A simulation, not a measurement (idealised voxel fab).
Presented below is a process module, voxel self aligned vias.
The cross-section on display is named cut; it measures 185 nm wide, and its cells are 5 nm squares.
Bands, listed from the top down, are how a cross-section gets written in this document; the cross-section itself is a grid of square cells, and a band is one or more rows of them.
What a band's entry tells you: where the top is and where the bottom is, as heights in nm, and after that what lies inside, material by material from left to right, each with its width in nm. Empty space is written as the word "air", and a single material marked with the word "edge to edge" occupies the band from edge to edge.
The reference from which all heights are counted is 0, the level beneath which the as-received wafer is entirely one material; the lowest band, having no lower bound, proceeds downward and is written after the example "0 -> down".
Width: "30 to 40" (first number = top row, second number = bottom row, same change from row to row of cells).
Any step labelled "identical to before" changed none of the cells in the cross-section.
"Voids lacking openings": sealed empty spaces, 8 cells or more, no open way to top, listed width x height at distance, with distance from the left edge and width, height and distance in nm.
What comes after the settings on a step's line is commentary from the simulator itself on that step.
For masked steps, "overlay nm" on the step line gives how far right of plan the mask actually lay; a minus sign means it lay to the left.

## Planned process steps
1,RECEIVE: material Si
2,CONFORMAL_DEP: material SiO2, thk nm 15
3,CONFORMAL_DEP: material SiCN, thk nm 5
4,DIRECTIONAL_DEP: material SiO2, thk nm 30
5,DIRECTIONAL_DEP: material aC, thk nm 15
6,PATTERN: tone open, mask id LINES, material resist, width nm 30, pitch nm 70, thk nm 30, overlay nm 0
7,DIRECTIONAL_ETCH: etch materials aC, depth nm 15
8,STRIP: etch materials resist
9,DIRECTIONAL_ETCH: etch materials SiO2, depth nm 30
10,STRIP: etch materials aC
11,CONFORMAL_DEP: material TiN, thk nm 5
12,FILL_DEP: material W, thk nm 10
13,CMP: height nm 50
14,SELECTIVE_ETCH: etch materials W Ru TiN, depth nm 5
15,FILL_DEP: material SiN, thk nm 5
16,CMP: height nm 50
17,DIRECTIONAL_DEP: material SiO2, thk nm 15
18,MASKED_ETCH: tone open, mask id VIAS, width nm 40, pitch nm 70, etch materials SiO2, depth nm 15, overlay nm 0
19,MASKED_ETCH: tone open, mask id VIAS, width nm 40, pitch nm 70, etch materials SiN, depth nm 5, overlay nm 0
20,CONFORMAL_DEP: material TiN, thk nm 5
21,FILL_DEP: material W, thk nm 5
22,CMP: height nm 65
23,CONFORMAL_DEP: material SiCN, thk nm 5

## first wafer, as planned

## as received, after step 1
    0 -> down = Si edge to edge
    Voids lacking openings: none

## So this is the wafer cross-section right after step 2
    15 -> 0 = SiO2 edge to edge
    Whatever lies below 0 is exactly as it was before.

## So this is the wafer cross-section right after step 3
    20 -> 15 = SiCN edge to edge
    Whatever lies below 15 is exactly as it was before.

## So this is the wafer cross-section right after step 4
    50 -> 20 = SiO2 edge to edge
    Whatever lies below 20 is exactly as it was before.

## So this is the wafer cross-section right after step 5
    65 -> 50 = aC edge to edge
    Whatever lies below 50 is exactly as it was before.

## So this is the wafer cross-section right after step 6
    95 -> 65 = 40 resist, 30 air, 40 resist, 30 air, 45 resist
    Whatever lies below 65 is exactly as it was before.

## So this is the wafer cross-section right after step 7
    80 -> 65 = 40 resist, 30 air, 40 resist, 30 air, 45 resist
    65 -> 50 = 40 aC, 30 air, 40 aC, 30 air, 45 aC
    Whatever lies below 50 is exactly as it was before.

## So this is the wafer cross-section right after step 8
    65 -> 50 = 40 aC, 30 air, 40 aC, 30 air, 45 aC
    Whatever lies below 50 is exactly as it was before.

## So this is the wafer cross-section right after step 9
    65 -> 50 = 40 aC, 30 air, 40 aC, 30 air, 45 aC
    50 -> 20 = 40 SiO2, 30 air, 40 SiO2, 30 air, 45 SiO2
    Whatever lies below 20 is exactly as it was before.

## So this is the wafer cross-section right after step 10
    50 -> 20 = 40 SiO2, 30 air, 40 SiO2, 30 air, 45 SiO2
    Whatever lies below 20 is exactly as it was before.

## So this is the wafer cross-section right after step 11
    55 -> 50 = 45 TiN, 20 air, 50 TiN, 20 air, 50 TiN
    50 -> 25 = 40 SiO2, 5 TiN, 20 air, 5 TiN, 40 SiO2, 5 TiN, 20 air, 5 TiN, 45 SiO2
    25 -> 20 = 40 SiO2, 30 TiN, 40 SiO2, 30 TiN, 45 SiO2
    Whatever lies below 20 is exactly as it was before.

## So this is the wafer cross-section right after step 12
    65 -> 55 = W edge to edge
    55 -> 50 = 45 TiN, 20 W, 50 TiN, 20 W, 50 TiN
    50 -> 25 = 40 SiO2, 5 TiN, 20 W, 5 TiN, 40 SiO2, 5 TiN, 20 W, 5 TiN, 45 SiO2
    Whatever lies below 25 is exactly as it was before.

## So this is the wafer cross-section right after step 13
    50 -> 25 = 40 SiO2, 5 TiN, 20 W, 5 TiN, 40 SiO2, 5 TiN, 20 W, 5 TiN, 45 SiO2
    Whatever lies below 25 is exactly as it was before.

## So this is the wafer cross-section right after step 14
    50 -> 45 = 40 SiO2, 30 air, 40 SiO2, 30 air, 45 SiO2
    Whatever lies below 45 is exactly as it was before.

## So this is the wafer cross-section right after step 15
    55 -> 50 = SiN edge to edge
    50 -> 45 = 40 SiO2, 30 SiN, 40 SiO2, 30 SiN, 45 SiO2
    Whatever lies below 45 is exactly as it was before.

## So this is the wafer cross-section right after step 16
    50 -> 45 = 40 SiO2, 30 SiN, 40 SiO2, 30 SiN, 45 SiO2
    Whatever lies below 45 is exactly as it was before.

## So this is the wafer cross-section right after step 17
    65 -> 50 = SiO2 edge to edge
    Whatever lies below 50 is exactly as it was before.

## So this is the wafer cross-section right after step 18
    65 -> 50 = 35 SiO2, 40 air, 30 SiO2, 40 air, 40 SiO2
    Whatever lies below 50 is exactly as it was before.

## So this is the wafer cross-section right after step 19
    65 -> 50 = 35 SiO2, 40 air, 30 SiO2, 40 air, 40 SiO2
    50 -> 45 = 40 SiO2, 30 air, 40 SiO2, 30 air, 45 SiO2
    Whatever lies below 45 is exactly as it was before.

## So this is the wafer cross-section right after step 20
    70 -> 65 = 40 TiN, 30 air, 40 TiN, 30 air, 45 TiN
    65 -> 55 = 35 SiO2, 5 TiN, 30 air, 5 TiN, 30 SiO2, 5 TiN, 30 air, 5 TiN, 40 SiO2
    55 -> 50 = 35 SiO2, 10 TiN, 20 air, 10 TiN, 30 SiO2, 10 TiN, 20 air, 10 TiN, 40 SiO2
    50 -> 45 = 40 SiO2, 30 TiN, 40 SiO2, 30 TiN, 45 SiO2
    Whatever lies below 45 is exactly as it was before.

## So this is the wafer cross-section right after step 21
    75 -> 70 = W edge to edge
    70 -> 65 = 40 TiN, 30 W, 40 TiN, 30 W, 45 TiN
    65 -> 55 = 35 SiO2, 5 TiN, 30 W, 5 TiN, 30 SiO2, 5 TiN, 30 W, 5 TiN, 40 SiO2
    55 -> 50 = 35 SiO2, 10 TiN, 20 W, 10 TiN, 30 SiO2, 10 TiN, 20 W, 10 TiN, 40 SiO2
    Whatever lies below 50 is exactly as it was before.

## So this is the wafer cross-section right after step 22
    65 -> 55 = 35 SiO2, 5 TiN, 30 W, 5 TiN, 30 SiO2, 5 TiN, 30 W, 5 TiN, 40 SiO2
    Whatever lies below 55 is exactly as it was before.

## So this is the wafer cross-section right after step 23
    70 -> 65 = SiCN edge to edge
    Whatever lies below 65 is exactly as it was before.

## Second wafer. Start and plan as for the first. One mistake made in running. Agrees with the first up to and including step 1

## Cross-section of the second wafer at the time by which step 2 should have been completed according to the plan
    5 -> 0 = SiO2 edge to edge
    Whatever lies below 0 is exactly as it was before.

## Cross-section of the second wafer at the time by which step 3 should have been completed according to the plan
    10 -> 5 = SiCN edge to edge
    Whatever lies below 5 is exactly as it was before.

## Cross-section of the second wafer at the time by which step 4 should have been completed according to the plan
    40 -> 10 = SiO2 edge to edge
    Whatever lies below 10 is exactly as it was before.

## Cross-section of the second wafer at the time by which step 5 should have been completed according to the plan
    55 -> 40 = aC edge to edge
    Whatever lies below 40 is exactly as it was before.

## Cross-section of the second wafer at the time by which step 6 should have been completed according to the plan
    85 -> 55 = 40 resist, 30 air, 40 resist, 30 air, 45 resist
    Whatever lies below 55 is exactly as it was before.

## Cross-section of the second wafer at the time by which step 7 should have been completed according to the plan
    70 -> 55 = 40 resist, 30 air, 40 resist, 30 air, 45 resist
    55 -> 40 = 40 aC, 30 air, 40 aC, 30 air, 45 aC
    Whatever lies below 40 is exactly as it was before.

## Cross-section of the second wafer at the time by which step 8 should have been completed according to the plan
    55 -> 40 = 40 aC, 30 air, 40 aC, 30 air, 45 aC
    Whatever lies below 40 is exactly as it was before.

## Cross-section of the second wafer at the time by which step 9 should have been completed according to the plan
    55 -> 40 = 40 aC, 30 air, 40 aC, 30 air, 45 aC
    40 -> 10 = 40 SiO2, 30 air, 40 SiO2, 30 air, 45 SiO2
    Whatever lies below 10 is exactly as it was before.

## Cross-section of the second wafer at the time by which step 10 should have been completed according to the plan
    40 -> 10 = 40 SiO2, 30 air, 40 SiO2, 30 air, 45 SiO2
    Whatever lies below 10 is exactly as it was before.

## Cross-section of the second wafer at the time by which step 11 should have been completed according to the plan
    45 -> 40 = 45 TiN, 20 air, 50 TiN, 20 air, 50 TiN
    40 -> 15 = 40 SiO2, 5 TiN, 20 air, 5 TiN, 40 SiO2, 5 TiN, 20 air, 5 TiN, 45 SiO2
    15 -> 10 = 40 SiO2, 30 TiN, 40 SiO2, 30 TiN, 45 SiO2
    Whatever lies below 10 is exactly as it was before.

## Cross-section of the second wafer at the time by which step 12 should have been completed according to the plan
    55 -> 45 = W edge to edge
    45 -> 40 = 45 TiN, 20 W, 50 TiN, 20 W, 50 TiN
    40 -> 15 = 40 SiO2, 5 TiN, 20 W, 5 TiN, 40 SiO2, 5 TiN, 20 W, 5 TiN, 45 SiO2
    Whatever lies below 15 is exactly as it was before.

## Cross-section of the second wafer at the time by which step 13 should have been completed according to the plan
    50 -> 45 = W edge to edge
    Whatever lies below 45 is exactly as it was before.

## Cross-section of the second wafer at the time by which step 14 should have been completed according to the plan
    45 -> 40 = 45 TiN, 20 W, 50 TiN, 20 W, 50 TiN
    Whatever lies below 40 is exactly as it was before.

## Cross-section of the second wafer at the time by which step 15 should have been completed according to the plan
    50 -> 45 = SiN edge to edge
    Whatever lies below 45 is exactly as it was before.

Cross-section of the second wafer at the time by which step 16 should have been completed according to the plan: identical to before

## Cross-section of the second wafer at the time by which step 17 should have been completed according to the plan
    65 -> 50 = SiO2 edge to edge
    Whatever lies below 50 is exactly as it was before.

## Cross-section of the second wafer at the time by which step 18 should have been completed according to the plan
    65 -> 50 = 35 SiO2, 40 air, 30 SiO2, 40 air, 40 SiO2
    Whatever lies below 50 is exactly as it was before.

## Cross-section of the second wafer at the time by which step 19 should have been completed according to the plan
    65 -> 50 = 35 SiO2, 40 air, 30 SiO2, 40 air, 40 SiO2
    50 -> 45 = 35 SiN, 40 air, 30 SiN, 40 air, 40 SiN
    Whatever lies below 45 is exactly as it was before.

## Cross-section of the second wafer at the time by which step 20 should have been completed according to the plan
    70 -> 65 = 40 TiN, 30 air, 40 TiN, 30 air, 45 TiN
    65 -> 50 = 35 SiO2, 5 TiN, 30 air, 5 TiN, 30 SiO2, 5 TiN, 30 air, 5 TiN, 40 SiO2
    50 -> 45 = 35 SiN, 40 TiN, 30 SiN, 40 TiN, 40 SiN
    Whatever lies below 45 is exactly as it was before.

## Cross-section of the second wafer at the time by which step 21 should have been completed according to the plan
    75 -> 70 = W edge to edge
    70 -> 65 = 40 TiN, 30 W, 40 TiN, 30 W, 45 TiN
    65 -> 50 = 35 SiO2, 5 TiN, 30 W, 5 TiN, 30 SiO2, 5 TiN, 30 W, 5 TiN, 40 SiO2
    Whatever lies below 50 is exactly as it was before.

## Cross-section of the second wafer at the time by which step 22 should have been completed according to the plan
    65 -> 50 = 35 SiO2, 5 TiN, 30 W, 5 TiN, 30 SiO2, 5 TiN, 30 W, 5 TiN, 40 SiO2
    Whatever lies below 50 is exactly as it was before.

## Cross-section of the second wafer at the time by which step 23 should have been completed according to the plan
    70 -> 65 = SiCN edge to edge
    Whatever lies below 65 is exactly as it was before.
Deviation noted in wafer processing: step 2 did not happen as planned, as run it was CONFORMAL_DEP: material SiO2, thk nm 5
Bottom line after processing is that, in cells, the second wafer is up or down on some materials versus the first: 21 more of SiN; 74 fewer of SiO2; 33 more of TiN; 20 more of W
